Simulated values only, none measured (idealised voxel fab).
Process module, titled voxel transistor to metal
Section cut is 215 nm wide and gridded with 5 nm square cells.
Heads up, the way a cross-section reads in here is a grid of square cells, handed over as bands from the top down, with every band being one or more rows of cells.
A band entry consists of two parts. The first gives the height of the band's top and the height of its bottom, in nm. The rest lists the band's materials from left to right, each with its width in nm. A single material labelled with the word "everywhere" fills the band from edge to edge, and the word "empty" marks empty space.
Counting heights begins at 0, where everything beneath is, in the wafer as received, one material. The lowest band has no bottom; it goes on downwards, as "from 0 down" shows.
A two-number width, for instance "30..40", indicates that the width is equal to the first number in the top row of the band and to the second number in the bottom row, and that it changes by a constant amount per row of cells.
"no change" (step): cross-section cells unchanged, all of them.
The list in "Enclosed internal voids" covers empty spaces of 8 cells or more that cannot reach the top through any open way, and it gives each as width x height at distance; the distance is from the left edge, and width, height and distance are in nm.
Whatever follows a step's settings on its line is a remark the simulator itself makes about that step.
overlay nm: step with mask; distance mask lay right of planned place; negative value = left of planned place.
The planned process steps are enumerated hereunder:
1 RECEIVE, material Si
2 CONFORMAL_DEP, material SiO2, thk nm 5
3 CONFORMAL_DEP, material SiN, thk nm 10
4 PATTERN, tone cover, mask id ACTIVE, material resist, width nm 110, thk nm 15, overlay nm 0
5 DIRECTIONAL_ETCH, etch materials SiN, depth nm 10
6 DIRECTIONAL_ETCH, etch materials SiO2, depth nm 5
7 DIRECTIONAL_ETCH, etch materials Si, depth nm 20
8 STRIP, etch materials resist
9 OXIDIZE, depth nm 5
10 FILL_DEP, material SiO2, thk nm 15
11 CMP, height nm 15
12 SELECTIVE_ETCH, etch materials SiO2, depth nm 5
13 STRIP, etch materials SiN
14 SELECTIVE_ETCH, etch materials SiO2, depth nm 5
15 OXIDIZE, depth nm 5
16 DIRECTIONAL_DEP, material polySi, thk nm 30
17 DIRECTIONAL_DEP, material SiCN, thk nm 10
18 PATTERN, tone cover, mask id GATE, material resist, width nm 20, thk nm 15, overlay nm 0
19 DIRECTIONAL_ETCH, etch materials SiCN, depth nm 20
20 DIRECTIONAL_ETCH, etch materials polySi, depth nm 40
21 STRIP, etch materials resist
22 CONFORMAL_DEP, material SiN, thk nm 10
23 DIRECTIONAL_ETCH, etch materials SiN, depth nm 10
24 DIRECTIONAL_ETCH, etch materials SiO2, depth nm 5
25 DIRECTIONAL_ETCH, etch materials Si, depth nm 10
26 EPI, material pSi, thk nm 10
27 FILL_DEP, material SiO2, thk nm 5
28 CMP, height nm 40
29 DIRECTIONAL_DEP, material SiO2, thk nm 10
30 PATTERN, tone open, mask id CONTACT, material resist, width nm 20, pitch nm 80, thk nm 20, overlay nm 0
31 DIRECTIONAL_ETCH, etch materials SiO2, depth nm 55
32 STRIP, etch materials resist
33 CONFORMAL_DEP, material TiN, thk nm 5
34 FILL_DEP, material Ru, thk nm 5
35 CMP, height nm 50
36 CONFORMAL_DEP, material SiCN, thk nm 5
37 DIRECTIONAL_DEP, material lowk, thk nm 20
38 PATTERN, tone open, mask id METAL_1, material resist, width nm 20, pitch nm 80, thk nm 15, overlay nm 0
39 DIRECTIONAL_ETCH, etch materials lowk, depth nm 20
40 DIRECTIONAL_ETCH, etch materials SiCN, depth nm 5
41 STRIP, etch materials resist
42 CONFORMAL_DEP, material TiN, thk nm 5
43 FILL_DEP, material Cu, thk nm 10
44 CMP, height nm 75
45 CONFORMAL_DEP, material SiCN, thk nm 5
46 DIRECTIONAL_DEP, material SiO2, thk nm 35
47 DIRECTIONAL_DEP, material aC, thk nm 15
48 PATTERN, tone open, mask id METAL_2_HOLES, material resist, width nm 15, pitch nm 80, thk nm 35, overlay nm 0
49 DIRECTIONAL_ETCH, etch materials aC, depth nm 15
50 STRIP, etch materials resist
51 DIRECTIONAL_ETCH, etch materials SiO2, depth nm 35
52 STRIP, etch materials aC
53 MASKED_ETCH, tone open, mask id METAL_2, width nm 20, pitch nm 80, etch materials SiO2, depth nm 20, overlay nm 0
54 MASKED_ETCH, tone open, mask id METAL_2, width nm 20, pitch nm 80, etch materials SiCN, depth nm 5, overlay nm 0
55 CONFORMAL_DEP, material TiN, thk nm 5
56 FILL_DEP, material Ru, thk nm 5
57 CMP, height nm 115
58 CONFORMAL_DEP, material SiCN, thk nm 5
As received (post step 1): cross-section:
  from 0 down | Si everywhere
  Enclosed internal voids: none
Module complete - cross-section of the first of two wafers, run according to plan:
  from 120 to 115 | SiCN everywhere
  from 115 to 100 | SiO2 55, TiN 5, Ru 10, TiN 5, SiO2 60, TiN 5, Ru 10, TiN 5, SiO2 60
  from 100 to 95 | SiO2 55, TiN 5, Ru 5, TiN 10, SiO2 60, TiN 5, Ru 5, TiN 10, SiO2 60
  from 95 to 80 | SiO2 55, TiN 5, Ru 5, TiN 5, SiO2 65, TiN 5, Ru 5, TiN 5, SiO2 65
  from 80 to 75 | SiCN 55, TiN 15, SiCN 65, TiN 15, SiCN 65
  from 75 to 55 | lowk 55, TiN 5, Cu 10, TiN 5, lowk 60, TiN 5, Cu 10, TiN 5, lowk 60
  from 55 to 50 | SiCN 55, TiN 20, SiCN 60, TiN 20, SiCN 60
  from 50 to 40 | SiO2 55, TiN 5, Ru 10, TiN 5, SiO2 60, TiN 5, Ru 10, TiN 5, SiO2 60
  from 40 to 30 | SiO2 55, TiN 5, Ru 10, TiN 5, SiO2 10, SiN 10, SiCN 20, SiN 10, SiO2 10, TiN 5, Ru 10, TiN 5, SiO2 60
  from 30 to 5 | SiO2 55, TiN 5, Ru 10, TiN 5, SiO2 10, SiN 10, polySi 20, SiN 10, SiO2 10, TiN 5, Ru 10, TiN 5, SiO2 60
  from 5 to 0 | SiO2 45, SiN 10, TiN 5, Ru 10, TiN 5, pSi 10, SiN 10, polySi 20, SiN 10, pSi 10, TiN 5, Ru 10, TiN 5, SiN 10, SiO2 50
  from 0 to -5 | SiO2 55, TiN 20, pSi 10, SiO2 40, pSi 10, TiN 20, SiO2 60
  from -5 to -15 | SiO2 55, pSi 30, Si 40, pSi 30, SiO2 60
  from -15 to -25 | SiO2 55, Si 100, SiO2 60
  from -25 down | Si everywhere
  Enclosed internal voids: none
Cross-section, second wafer: same start as the first, same plan as the first, one mistake in running it; taken at the end of the module:
  from 120 to 115 | SiCN everywhere
  from 115 to 100 | SiO2 55, TiN 5, Ru 10, TiN 5, SiO2 60, TiN 5, Ru 10, TiN 5, SiO2 60
  from 100 to 95 | SiO2 55, TiN 5, Ru 5, TiN 10, SiO2 60, TiN 5, Ru 5, TiN 10, SiO2 60
  from 95 to 80 | SiO2 55, TiN 5, Ru 5, TiN 5, SiO2 65, TiN 5, Ru 5, TiN 5, SiO2 65
  from 80 to 75 | SiCN 55, TiN 15, SiCN 65, TiN 15, SiCN 65
  from 75 to 55 | lowk 55, TiN 5, Cu 10, TiN 5, lowk 60, TiN 5, Cu 10, TiN 5, lowk 60
  from 55 to 50 | SiCN 55, TiN 20, SiCN 60, TiN 20, SiCN 60
  from 50 to 40 | SiO2 55, TiN 5, Ru 10, TiN 5, SiO2 60, TiN 5, Ru 10, TiN 5, SiO2 60
  from 40 to 35 | SiO2 55, TiN 5, Ru 10, TiN 5, SiO2 10, SiN 10, SiCN 20, SiN 10, SiO2 10, TiN 5, Ru 10, TiN 5, SiO2 60
  from 35 to 5 | SiO2 55, TiN 5, Ru 10, TiN 5, SiO2 10, SiN 10, polySi 20, SiN 10, SiO2 10, TiN 5, Ru 10, TiN 5, SiO2 60
  from 5 to 0 | SiO2 45, SiN 10, TiN 5, Ru 10, TiN 5, SiO2 60, TiN 5, Ru 10, TiN 5, SiN 10, SiO2 50
  from 0 to -5 | SiO2 55, TiN 20, SiO2 60, TiN 20, SiO2 60
  from -5 to -15 | pSi 45, SiO2 120, pSi 50
  from -15 to -25 | Si 45, SiO2 120, Si 50
  from -25 down | Si everywhere
  Enclosed internal voids: none
Against the plan, the run slipped here: planned and actual differ for step 4; actual: PATTERN, tone open, mask id ACTIVE, material resist, width nm 110, thk nm 15, overlay nm 0
Wrapping up, a cell-based count of both wafers puts the second over or under the first for these materials: -18 Si; -4 SiCN; -4 SiN; +20 SiO2; +6 pSi
